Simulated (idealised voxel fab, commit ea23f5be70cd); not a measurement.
process module | voxel gate over fins
cross-section cut | 160 nm wide | cells 5 nm
A cross-section is a grid of square cells, given in bands from the top down. A band is one or more rows of cells.
Each band's line starts with the height of the band's top and of its bottom, in nm. Then come its materials from left to right, each with its width in nm. One material with "throughout" fills the band from edge to edge. "air" is empty space.
Height 0 is the level under which the wafer as received is all one material. The lowest band goes on downwards, as in "0 down".
A width such as "30 to 40" changes by the same amount from each row of cells to the next, from the band's top row to its bottom row.
"no change" after a step means that no cell of the cross-section changed.
closed voids: empty space of 8 cells or more with no open way to the top, each as width x height at its distance from the left edge, in nm
after a step's settings: what the simulator itself notes on the step
overlay nm, on a step with a mask: how far to the right of its planned place the mask lay; to the left if negative
plan
1 op RECEIVE | material Si
2 op CONFORMAL_DEP | material SiN | thk nm 5
3 op PATTERN | tone cover | mask id FINS | material resist | width nm 15 | pitch nm 50 | thk nm 15 | overlay nm 0
4 op DIRECTIONAL_ETCH | etch materials SiN | depth nm 5
5 op DIRECTIONAL_ETCH | etch materials Si | depth nm 40
6 op STRIP | etch materials resist
7 op FILL_DEP | material SiO2 | thk nm 15
8 op CMP | height nm 5
9 op DIRECTIONAL_DEP | material aC | thk nm 15
10 op PATTERN | tone open | mask id RAIL | material resist | width nm 15 | thk nm 30 | overlay nm 0
11 op DIRECTIONAL_ETCH | etch materials aC | depth nm 15
12 op STRIP | etch materials resist
13 op DIRECTIONAL_ETCH | etch materials SiO2 | depth nm 40
14 op STRIP | etch materials aC
15 op CONFORMAL_DEP | material TiN | thk nm 5
16 op FILL_DEP | material Ru | thk nm 5
17 op CMP | height nm 5
18 op SELECTIVE_ETCH | etch materials W Ru TiN | depth nm 25
19 op FILL_DEP | material SiO2 | thk nm 5
20 op CMP | height nm 5
21 op SELECTIVE_ETCH | etch materials SiO2 | depth nm 15
22 op STRIP | etch materials SiN
23 op CONFORMAL_DEP | material HfO2 | thk nm 5
24 op CONFORMAL_DEP | material TiN | thk nm 5
25 op CONFORMAL_DEP | material TiAl | thk nm 5
26 op CONFORMAL_DEP | material TiN | thk nm 5
27 op FILL_DEP | material W | thk nm 15
28 op CMP | height nm 30
29 op CONFORMAL_DEP | material SiCN | thk nm 10
first wafer, as planned
as received, after step 1
  0 down: Si throughout
  closed voids: none
after step 2
  5 to 0: SiN throughout
  below 0: unchanged
after step 3
  20 to 5: air 20 | resist 15 | air 35 | resist 15 | air 35 | resist 15 | air 25
  below 5: unchanged
after step 4
  20 to 5: air 20 | resist 15 | air 35 | resist 15 | air 35 | resist 15 | air 25
  5 to 0: air 20 | SiN 15 | air 35 | SiN 15 | air 35 | SiN 15 | air 25
  below 0: unchanged
after step 5
  20 to 5: air 20 | resist 15 | air 35 | resist 15 | air 35 | resist 15 | air 25
  5 to 0: air 20 | SiN 15 | air 35 | SiN 15 | air 35 | SiN 15 | air 25
  0 to -40: air 20 | Si 15 | air 35 | Si 15 | air 35 | Si 15 | air 25
  below -40: unchanged
after step 6
  5 to 0: air 20 | SiN 15 | air 35 | SiN 15 | air 35 | SiN 15 | air 25
  below 0: unchanged
after step 7
  20 to 5: SiO2 throughout
  5 to 0: SiO2 20 | SiN 15 | SiO2 35 | SiN 15 | SiO2 35 | SiN 15 | SiO2 25
  0 to -40: SiO2 20 | Si 15 | SiO2 35 | Si 15 | SiO2 35 | Si 15 | SiO2 25
  below -40: unchanged
after step 8
  5 to 0: SiO2 20 | SiN 15 | SiO2 35 | SiN 15 | SiO2 35 | SiN 15 | SiO2 25
  below 0: unchanged
after step 9
  20 to 5: aC throughout
  below 5: unchanged
after step 10
  50 to 20: resist 45 | air 15 | resist 100
  below 20: unchanged
after step 11
  35 to 20: resist 45 | air 15 | resist 100
  20 to 5: aC 45 | air 15 | aC 100
  below 5: unchanged
after step 12
  20 to 5: aC 45 | air 15 | aC 100
  below 5: unchanged
after step 13
  20 to 5: aC 45 | air 15 | aC 100
  5 to 0: SiO2 20 | SiN 15 | SiO2 10 | air 15 | SiO2 10 | SiN 15 | SiO2 35 | SiN 15 | SiO2 25
  0 to -35: SiO2 20 | Si 15 | SiO2 10 | air 15 | SiO2 10 | Si 15 | SiO2 35 | Si 15 | SiO2 25
  below -35: unchanged
after step 14
  5 to 0: SiO2 20 | SiN 15 | SiO2 10 | air 15 | SiO2 10 | SiN 15 | SiO2 35 | SiN 15 | SiO2 25
  below 0: unchanged
after step 15
  10 to 5: TiN 50 | air 5 | TiN 105
  5 to 0: SiO2 20 | SiN 15 | SiO2 10 | TiN 5 | air 5 | TiN 5 | SiO2 10 | SiN 15 | SiO2 35 | SiN 15 | SiO2 25
  0 to -30: SiO2 20 | Si 15 | SiO2 10 | TiN 5 | air 5 | TiN 5 | SiO2 10 | Si 15 | SiO2 35 | Si 15 | SiO2 25
  -30 to -35: SiO2 20 | Si 15 | SiO2 10 | TiN 15 | SiO2 10 | Si 15 | SiO2 35 | Si 15 | SiO2 25
  below -35: unchanged
after step 16
  15 to 10: Ru throughout
  10 to 5: TiN 50 | Ru 5 | TiN 105
  5 to 0: SiO2 20 | SiN 15 | SiO2 10 | TiN 5 | Ru 5 | TiN 5 | SiO2 10 | SiN 15 | SiO2 35 | SiN 15 | SiO2 25
  0 to -30: SiO2 20 | Si 15 | SiO2 10 | TiN 5 | Ru 5 | TiN 5 | SiO2 10 | Si 15 | SiO2 35 | Si 15 | SiO2 25
  below -30: unchanged
after step 17
  5 to 0: SiO2 20 | SiN 15 | SiO2 10 | TiN 5 | Ru 5 | TiN 5 | SiO2 10 | SiN 15 | SiO2 35 | SiN 15 | SiO2 25
  below 0: unchanged
after step 18
  5 to 0: SiO2 20 | SiN 15 | SiO2 10 | air 15 | SiO2 10 | SiN 15 | SiO2 35 | SiN 15 | SiO2 25
  0 to -20: SiO2 20 | Si 15 | SiO2 10 | air 15 | SiO2 10 | Si 15 | SiO2 35 | Si 15 | SiO2 25
  below -20: unchanged
after step 19
  10 to 5: SiO2 throughout
  5 to 0: SiO2 20 | SiN 15 | SiO2 35 | SiN 15 | SiO2 35 | SiN 15 | SiO2 25
  0 to -20: SiO2 20 | Si 15 | SiO2 35 | Si 15 | SiO2 35 | Si 15 | SiO2 25
  below -20: unchanged
after step 20
  5 to 0: SiO2 20 | SiN 15 | SiO2 35 | SiN 15 | SiO2 35 | SiN 15 | SiO2 25
  below 0: unchanged
after step 21
  5 to 0: air 20 | SiN 15 | air 35 | SiN 15 | air 35 | SiN 15 | air 25
  0 to -10: air 20 | Si 15 | air 35 | Si 15 | air 35 | Si 15 | air 25
  below -10: unchanged
after step 22
  0 to -10: air 20 | Si 15 | air 35 | Si 15 | air 35 | Si 15 | air 25
  below -10: unchanged
after step 23
  5 to 0: air 15 | HfO2 25 | air 25 | HfO2 25 | air 25 | HfO2 25 | air 20
  0 to -5: air 15 | HfO2 5 | Si 15 | HfO2 5 | air 25 | HfO2 5 | Si 15 | HfO2 5 | air 25 | HfO2 5 | Si 15 | HfO2 5 | air 20
  -5 to -10: HfO2 20 | Si 15 | HfO2 35 | Si 15 | HfO2 35 | Si 15 | HfO2 25
  below -10: unchanged
after step 24
  10 to 5: air 10 | TiN 35 | air 15 | TiN 35 | air 15 | TiN 35 | air 15
  5 to 0: air 10 | TiN 5 | HfO2 25 | TiN 5 | air 15 | TiN 5 | HfO2 25 | TiN 5 | air 15 | TiN 5 | HfO2 25 | TiN 5 | air 15
  0 to -5: TiN 15 | HfO2 5 | Si 15 | HfO2 5 | TiN 25 | HfO2 5 | Si 15 | HfO2 5 | TiN 25 | HfO2 5 | Si 15 | HfO2 5 | TiN 20
  below -5: unchanged
after step 25
  15 to 10: air 5 | TiAl 45 | air 5 | TiAl 45 | air 5 | TiAl 45 | air 10
  10 to 5: air 5 | TiAl 5 | TiN 35 | TiAl 5 | air 5 | TiAl 5 | TiN 35 | TiAl 5 | air 5 | TiAl 5 | TiN 35 | TiAl 5 | air 10
  5 to 0: TiAl 10 | TiN 5 | HfO2 25 | TiN 5 | TiAl 15 | TiN 5 | HfO2 25 | TiN 5 | TiAl 15 | TiN 5 | HfO2 25 | TiN 5 | TiAl 15
  below 0: unchanged
after step 26
  20 to 15: TiN 155 | air 5
  15 to 10: TiN 5 | TiAl 45 | TiN 5 | TiAl 45 | TiN 5 | TiAl 45 | TiN 5 | air 5
  10 to 5: TiN 5 | TiAl 5 | TiN 35 | TiAl 5 | TiN 5 | TiAl 5 | TiN 35 | TiAl 5 | TiN 5 | TiAl 5 | TiN 35 | TiAl 5 | TiN 10
  below 5: unchanged
after step 27
  35 to 20: W throughout
  20 to 15: TiN 155 | W 5
  15 to 10: TiN 5 | TiAl 45 | TiN 5 | TiAl 45 | TiN 5 | TiAl 45 | TiN 5 | W 5
  below 10: unchanged
after step 28
  30 to 20: W throughout
  below 20: unchanged
after step 29
  40 to 30: SiCN throughout
  below 30: unchanged
second wafer: like start, like plan, one mistake. Through step 22 it matches the first wafer
when step 23 should have ended: no change
when step 24 should have ended
  5 to 0: air 15 | TiN 25 | air 25 | TiN 25 | air 25 | TiN 25 | air 20
  0 to -5: air 15 | TiN 5 | Si 15 | TiN 5 | air 25 | TiN 5 | Si 15 | TiN 5 | air 25 | TiN 5 | Si 15 | TiN 5 | air 20
  -5 to -10: TiN 20 | Si 15 | TiN 35 | Si 15 | TiN 35 | Si 15 | TiN 25
  below -10: unchanged
when step 25 should have ended
  10 to 5: air 10 | TiAl 35 | air 15 | TiAl 35 | air 15 | TiAl 35 | air 15
  5 to 0: air 10 | TiAl 5 | TiN 25 | TiAl 5 | air 15 | TiAl 5 | TiN 25 | TiAl 5 | air 15 | TiAl 5 | TiN 25 | TiAl 5 | air 15
  0 to -5: TiAl 15 | TiN 5 | Si 15 | TiN 5 | TiAl 25 | TiN 5 | Si 15 | TiN 5 | TiAl 25 | TiN 5 | Si 15 | TiN 5 | TiAl 20
  below -5: unchanged
when step 26 should have ended
  15 to 10: air 5 | TiN 45 | air 5 | TiN 45 | air 5 | TiN 45 | air 10
  10 to 5: air 5 | TiN 5 | TiAl 35 | TiN 5 | air 5 | TiN 5 | TiAl 35 | TiN 5 | air 5 | TiN 5 | TiAl 35 | TiN 5 | air 10
  5 to 0: TiN 10 | TiAl 5 | TiN 25 | TiAl 5 | TiN 15 | TiAl 5 | TiN 25 | TiAl 5 | TiN 15 | TiAl 5 | TiN 25 | TiAl 5 | TiN 15
  below 0: unchanged
when step 27 should have ended
  30 to 15: W throughout
  15 to 10: W 5 | TiN 45 | W 5 | TiN 45 | W 5 | TiN 45 | W 10
  10 to 5: W 5 | TiN 5 | TiAl 35 | TiN 5 | W 5 | TiN 5 | TiAl 35 | TiN 5 | W 5 | TiN 5 | TiAl 35 | TiN 5 | W 10
  below 5: unchanged
when step 28 should have ended: no change
when step 29 should have ended
  40 to 30: SiCN throughout
  below 30: unchanged
what went wrong: step 23 was left out
at the end the second wafer has, in cells: 44 fewer of HfO2 | 4 more of TiN | 40 more of W
